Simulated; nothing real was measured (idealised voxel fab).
The following process module bears the name voxel wiring stack.
Shown is cross-section cut, with a width of 260 nm and square cells of size 5 nm.
Cross-section = grid of square cells, listed top down in bands; band = one or more rows.
The entry gives the band's vertical extent as a top height and a bottom height in nm, then its horizontal make-up as materials from left to right, each with a width in nm. "empty" stands for empty space; a single material marked "everywhere" fills the band edge to edge.
Heights from 0 (as-received wafer is one material below). Bottom band endless downward, as "0 nm and below".
Quick explanation for "30->40": the width changes in equal steps down the rows of cells, from the first number in the band's top row to the second number in its bottom row.
You'll sometimes find "identical to before" written for a step, and that's the way of saying that nowhere in the cross-section did a cell change during that step.
"Trapped voids" specifies each empty space that is not open to the top and that occupies no fewer than 8 cells, using the form width x height at distance, the distance measured from the left edge and all three quantities in nm.
The remark found on a step's line after its settings is issued by the simulator itself and pertains to that step.
overlay nm: for a step with a mask, the amount by which the mask lay right of where it was planned; a negative amount means left of it.

**Here's what the planned process steps look like**
| 1 | RECEIVE,material Si |
| 2 | CONFORMAL_DEP,material SiO2,thk nm 15 |
| 3 | CONFORMAL_DEP,material SiN,thk nm 5 |
| 4 | DIRECTIONAL_DEP,material lowk,thk nm 15 |
| 5 | MASKED_ETCH,tone open,mask id METAL_1,width nm 25,pitch nm 50,etch materials lowk,depth nm 15,overlay nm 0 |
| 6 | MASKED_ETCH,tone open,mask id METAL_1,width nm 25,pitch nm 50,etch materials SiN,depth nm 5,overlay nm 0 |
| 7 | CONFORMAL_DEP,material TiN,thk nm 5 |
| 8 | FILL_DEP,material W,thk nm 10 |
| 9 | CMP,height nm 35 |
| 10 | EPI,material Ru,thk nm 5 |
| 11 | FILL_DEP,material SiCN,thk nm 5 |
| 12 | DIRECTIONAL_DEP,material lowk,thk nm 35 |
| 13 | PATTERN,tone open,mask id METAL_2_HOLES,material resist,width nm 15,thk nm 15,overlay nm 0 |
| 14 | DIRECTIONAL_ETCH,etch materials lowk,depth nm 35 |
| 15 | STRIP,etch materials resist |
| 16 | DIRECTIONAL_DEP,material aC,thk nm 15 |
| 17 | PATTERN,tone open,mask id METAL_2,material resist,width nm 25,pitch nm 50,thk nm 35,overlay nm 0 |
| 18 | DIRECTIONAL_ETCH,etch materials aC,depth nm 15 |
| 19 | STRIP,etch materials resist |
| 20 | DIRECTIONAL_ETCH,etch materials lowk,depth nm 20 |
| 21 | DIRECTIONAL_ETCH,etch materials SiCN,depth nm 5 |
| 22 | STRIP,etch materials aC |
| 23 | CONFORMAL_DEP,material TiN,thk nm 5 |
| 24 | FILL_DEP,material Cu,thk nm 5 |
| 25 | CMP,height nm 80 |
| 26 | CONFORMAL_DEP,material SiCN,thk nm 5 |

**Concerning the first of two wafers, which was run in accordance with the plan**

**Cross-section: wafer on arrival = after step 1**
0 nm and below  Si everywhere
Trapped voids: none

**Once step 2 is through, the wafer looks like this in cross-section**
15 nm to 0 nm  SiO2 everywhere
Rest of section, below 0: as before.

**Once step 3 is through, the wafer looks like this in cross-section**
20 nm to 15 nm  SiN everywhere
Rest of section, below 15: as before.

**Once step 4 is through, the wafer looks like this in cross-section**
35 nm to 20 nm  lowk everywhere
Rest of section, below 20: as before.

**Once step 5 is through, the wafer looks like this in cross-section**
35 nm to 20 nm  90 lowk, then 25 empty, then 25 lowk, then 25 empty, then 95 lowk
Rest of section, below 20: as before.

**Once step 6 is through, the wafer looks like this in cross-section**
35 nm to 20 nm  90 lowk, then 25 empty, then 25 lowk, then 25 empty, then 95 lowk
20 nm to 15 nm  90 SiN, then 25 empty, then 25 SiN, then 25 empty, then 95 SiN
Rest of section, below 15: as before.

**Once step 7 is through, the wafer looks like this in cross-section**
40 nm to 35 nm  95 TiN, then 15 empty, then 35 TiN, then 15 empty, then 100 TiN
35 nm to 20 nm  90 lowk, then 5 TiN, then 15 empty, then 5 TiN, then 25 lowk, then 5 TiN, then 15 empty, then 5 TiN, then 95 lowk
20 nm to 15 nm  90 SiN, then 25 TiN, then 25 SiN, then 25 TiN, then 95 SiN
Rest of section, below 15: as before.

**Once step 8 is through, the wafer looks like this in cross-section**
50 nm to 40 nm  W everywhere
40 nm to 35 nm  95 TiN, then 15 W, then 35 TiN, then 15 W, then 100 TiN
35 nm to 20 nm  90 lowk, then 5 TiN, then 15 W, then 5 TiN, then 25 lowk, then 5 TiN, then 15 W, then 5 TiN, then 95 lowk
Rest of section, below 20: as before.

**Once step 9 is through, the wafer looks like this in cross-section**
35 nm to 20 nm  90 lowk, then 5 TiN, then 15 W, then 5 TiN, then 25 lowk, then 5 TiN, then 15 W, then 5 TiN, then 95 lowk
Rest of section, below 20: as before.

**Once step 10 is through, the wafer looks like this in cross-section**
40 nm to 35 nm  85 empty, then 35 Ru, then 15 empty, then 35 Ru, then 90 empty
Rest of section, below 35: as before.

**Once step 11 is through, the wafer looks like this in cross-section**
45 nm to 40 nm  SiCN everywhere
40 nm to 35 nm  85 SiCN, then 35 Ru, then 15 SiCN, then 35 Ru, then 90 SiCN
Rest of section, below 35: as before.

**Once step 12 is through, the wafer looks like this in cross-section**
80 nm to 45 nm  lowk everywhere
Rest of section, below 45: as before.

**Once step 13 is through, the wafer looks like this in cross-section**
95 nm to 80 nm  90 resist, then 15 empty, then 155 resist
Rest of section, below 80: as before.

**Once step 14 is through, the wafer looks like this in cross-section**
95 nm to 80 nm  90 resist, then 15 empty, then 155 resist
80 nm to 45 nm  90 lowk, then 15 empty, then 155 lowk
Rest of section, below 45: as before.

**Once step 15 is through, the wafer looks like this in cross-section**
80 nm to 45 nm  90 lowk, then 15 empty, then 155 lowk
Rest of section, below 45: as before.

**Once step 16 is through, the wafer looks like this in cross-section**
95 nm to 80 nm  90 aC, then 15 empty, then 155 aC
80 nm to 60 nm  90 lowk, then 15 empty, then 155 lowk
60 nm to 45 nm  90 lowk, then 15 aC, then 155 lowk
Rest of section, below 45: as before.

**Once step 17 is through, the wafer looks like this in cross-section**
130 nm to 95 nm  90 resist, then 25 empty, then 25 resist, then 25 empty, then 95 resist
Rest of section, below 95: as before.

**Once step 18 is through, the wafer looks like this in cross-section**
115 nm to 95 nm  90 resist, then 25 empty, then 25 resist, then 25 empty, then 95 resist
95 nm to 80 nm  90 aC, then 25 empty, then 25 aC, then 25 empty, then 95 aC
80 nm to 45 nm  90 lowk, then 15 empty, then 155 lowk
Rest of section, below 45: as before.

**Once step 19 is through, the wafer looks like this in cross-section**
95 nm to 80 nm  90 aC, then 25 empty, then 25 aC, then 25 empty, then 95 aC
Rest of section, below 80: as before.

**Once step 20 is through, the wafer looks like this in cross-section**
95 nm to 80 nm  90 aC, then 25 empty, then 25 aC, then 25 empty, then 95 aC
80 nm to 60 nm  90 lowk, then 25 empty, then 25 lowk, then 25 empty, then 95 lowk
Rest of section, below 60: as before.

**Once step 21 is through, the wafer looks like this in cross-section**
95 nm to 80 nm  90 aC, then 25 empty, then 25 aC, then 25 empty, then 95 aC
80 nm to 60 nm  90 lowk, then 25 empty, then 25 lowk, then 25 empty, then 95 lowk
60 nm to 45 nm  90 lowk, then 15 empty, then 155 lowk
45 nm to 40 nm  90 SiCN, then 15 empty, then 155 SiCN
Rest of section, below 40: as before.

**Once step 22 is through, the wafer looks like this in cross-section**
80 nm to 60 nm  90 lowk, then 25 empty, then 25 lowk, then 25 empty, then 95 lowk
Rest of section, below 60: as before.

**Once step 23 is through, the wafer looks like this in cross-section**
85 nm to 80 nm  95 TiN, then 15 empty, then 35 TiN, then 15 empty, then 100 TiN
80 nm to 65 nm  90 lowk, then 5 TiN, then 15 empty, then 5 TiN, then 25 lowk, then 5 TiN, then 15 empty, then 5 TiN, then 95 lowk
65 nm to 60 nm  90 lowk, then 5 TiN, then 5 empty, then 15 TiN, then 25 lowk, then 25 TiN, then 95 lowk
60 nm to 45 nm  90 lowk, then 5 TiN, then 5 empty, then 5 TiN, then 155 lowk
45 nm to 40 nm  90 SiCN, then 15 TiN, then 155 SiCN
Rest of section, below 40: as before.

**Once step 24 is through, the wafer looks like this in cross-section**
90 nm to 85 nm  Cu everywhere
85 nm to 80 nm  95 TiN, then 15 Cu, then 35 TiN, then 15 Cu, then 100 TiN
80 nm to 65 nm  90 lowk, then 5 TiN, then 15 Cu, then 5 TiN, then 25 lowk, then 5 TiN, then 15 Cu, then 5 TiN, then 95 lowk
65 nm to 60 nm  90 lowk, then 5 TiN, then 5 Cu, then 15 TiN, then 25 lowk, then 25 TiN, then 95 lowk
60 nm to 45 nm  90 lowk, then 5 TiN, then 5 Cu, then 5 TiN, then 155 lowk
Rest of section, below 45: as before.

**Once step 25 is through, the wafer looks like this in cross-section**
80 nm to 65 nm  90 lowk, then 5 TiN, then 15 Cu, then 5 TiN, then 25 lowk, then 5 TiN, then 15 Cu, then 5 TiN, then 95 lowk
Rest of section, below 65: as before.

**Once step 26 is through, the wafer looks like this in cross-section**
85 nm to 80 nm  SiCN everywhere
Rest of section, below 80: as before.

**Okay, second wafer. Nothing different at the start, nothing different in the plan, just one mistake somewhere in the running. As far as step 3, counting that step, it's the first wafer all over again**

Second wafer at the planned finish of step 4, seen in cross-section: identical to before

Second wafer at the planned finish of step 5, seen in cross-section: identical to before

**Second wafer at the planned finish of step 6, seen in cross-section**
20 nm to 15 nm  90 SiN, then 25 empty, then 25 SiN, then 25 empty, then 95 SiN
Rest of section, below 15: as before.

**Second wafer at the planned finish of step 7, seen in cross-section**
25 nm to 20 nm  95 TiN, then 15 empty, then 35 TiN, then 15 empty, then 100 TiN
20 nm to 15 nm  90 SiN, then 25 TiN, then 25 SiN, then 25 TiN, then 95 SiN
Rest of section, below 15: as before.

**Second wafer at the planned finish of step 8, seen in cross-section**
35 nm to 25 nm  W everywhere
25 nm to 20 nm  95 TiN, then 15 W, then 35 TiN, then 15 W, then 100 TiN
Rest of section, below 20: as before.

Second wafer at the planned finish of step 9, seen in cross-section: identical to before

**Second wafer at the planned finish of step 10, seen in cross-section**
40 nm to 35 nm  Ru everywhere
Rest of section, below 35: as before.

**Second wafer at the planned finish of step 11, seen in cross-section**
45 nm to 40 nm  SiCN everywhere
Rest of section, below 40: as before.

**Second wafer at the planned finish of step 12, seen in cross-section**
80 nm to 45 nm  lowk everywhere
Rest of section, below 45: as before.

**Second wafer at the planned finish of step 13, seen in cross-section**
95 nm to 80 nm  90 resist, then 15 empty, then 155 resist
Rest of section, below 80: as before.

**Second wafer at the planned finish of step 14, seen in cross-section**
95 nm to 80 nm  90 resist, then 15 empty, then 155 resist
80 nm to 45 nm  90 lowk, then 15 empty, then 155 lowk
Rest of section, below 45: as before.

**Second wafer at the planned finish of step 15, seen in cross-section**
80 nm to 45 nm  90 lowk, then 15 empty, then 155 lowk
Rest of section, below 45: as before.

**Second wafer at the planned finish of step 16, seen in cross-section**
95 nm to 80 nm  90 aC, then 15 empty, then 155 aC
80 nm to 60 nm  90 lowk, then 15 empty, then 155 lowk
60 nm to 45 nm  90 lowk, then 15 aC, then 155 lowk
Rest of section, below 45: as before.

**Second wafer at the planned finish of step 17, seen in cross-section**
130 nm to 95 nm  90 resist, then 25 empty, then 25 resist, then 25 empty, then 95 resist
Rest of section, below 95: as before.

**Second wafer at the planned finish of step 18, seen in cross-section**
115 nm to 95 nm  90 resist, then 25 empty, then 25 resist, then 25 empty, then 95 resist
95 nm to 80 nm  90 aC, then 25 empty, then 25 aC, then 25 empty, then 95 aC
80 nm to 45 nm  90 lowk, then 15 empty, then 155 lowk
Rest of section, below 45: as before.

**Second wafer at the planned finish of step 19, seen in cross-section**
95 nm to 80 nm  90 aC, then 25 empty, then 25 aC, then 25 empty, then 95 aC
Rest of section, below 80: as before.

**Second wafer at the planned finish of step 20, seen in cross-section**
95 nm to 80 nm  90 aC, then 25 empty, then 25 aC, then 25 empty, then 95 aC
80 nm to 60 nm  90 lowk, then 25 empty, then 25 lowk, then 25 empty, then 95 lowk
Rest of section, below 60: as before.

**Second wafer at the planned finish of step 21, seen in cross-section**
95 nm to 80 nm  90 aC, then 25 empty, then 25 aC, then 25 empty, then 95 aC
80 nm to 60 nm  90 lowk, then 25 empty, then 25 lowk, then 25 empty, then 95 lowk
60 nm to 45 nm  90 lowk, then 15 empty, then 155 lowk
45 nm to 40 nm  90 SiCN, then 15 empty, then 155 SiCN
Rest of section, below 40: as before.

**Second wafer at the planned finish of step 22, seen in cross-section**
80 nm to 60 nm  90 lowk, then 25 empty, then 25 lowk, then 25 empty, then 95 lowk
Rest of section, below 60: as before.

**Second wafer at the planned finish of step 23, seen in cross-section**
85 nm to 80 nm  95 TiN, then 15 empty, then 35 TiN, then 15 empty, then 100 TiN
80 nm to 65 nm  90 lowk, then 5 TiN, then 15 empty, then 5 TiN, then 25 lowk, then 5 TiN, then 15 empty, then 5 TiN, then 95 lowk
65 nm to 60 nm  90 lowk, then 5 TiN, then 5 empty, then 15 TiN, then 25 lowk, then 25 TiN, then 95 lowk
60 nm to 45 nm  90 lowk, then 5 TiN, then 5 empty, then 5 TiN, then 155 lowk
45 nm to 40 nm  90 SiCN, then 15 TiN, then 155 SiCN
Rest of section, below 40: as before.

**Second wafer at the planned finish of step 24, seen in cross-section**
90 nm to 85 nm  Cu everywhere
85 nm to 80 nm  95 TiN, then 15 Cu, then 35 TiN, then 15 Cu, then 100 TiN
80 nm to 65 nm  90 lowk, then 5 TiN, then 15 Cu, then 5 TiN, then 25 lowk, then 5 TiN, then 15 Cu, then 5 TiN, then 95 lowk
65 nm to 60 nm  90 lowk, then 5 TiN, then 5 Cu, then 15 TiN, then 25 lowk, then 25 TiN, then 95 lowk
60 nm to 45 nm  90 lowk, then 5 TiN, then 5 Cu, then 5 TiN, then 155 lowk
Rest of section, below 45: as before.

**Second wafer at the planned finish of step 25, seen in cross-section**
80 nm to 65 nm  90 lowk, then 5 TiN, then 15 Cu, then 5 TiN, then 25 lowk, then 5 TiN, then 15 Cu, then 5 TiN, then 95 lowk
Rest of section, below 65: as before.

**Second wafer at the planned finish of step 26, seen in cross-section**
85 nm to 80 nm  SiCN everywhere
Rest of section, below 80: as before.
Error vs. plan: step 4 of the plan was excluded from execution and never run
Counted in cells at the end, the second wafer holds more or fewer of these materials than the first: 38 more of Ru | 38 fewer of SiCN | 34 more of TiN | 92 more of W | 126 fewer of lowk
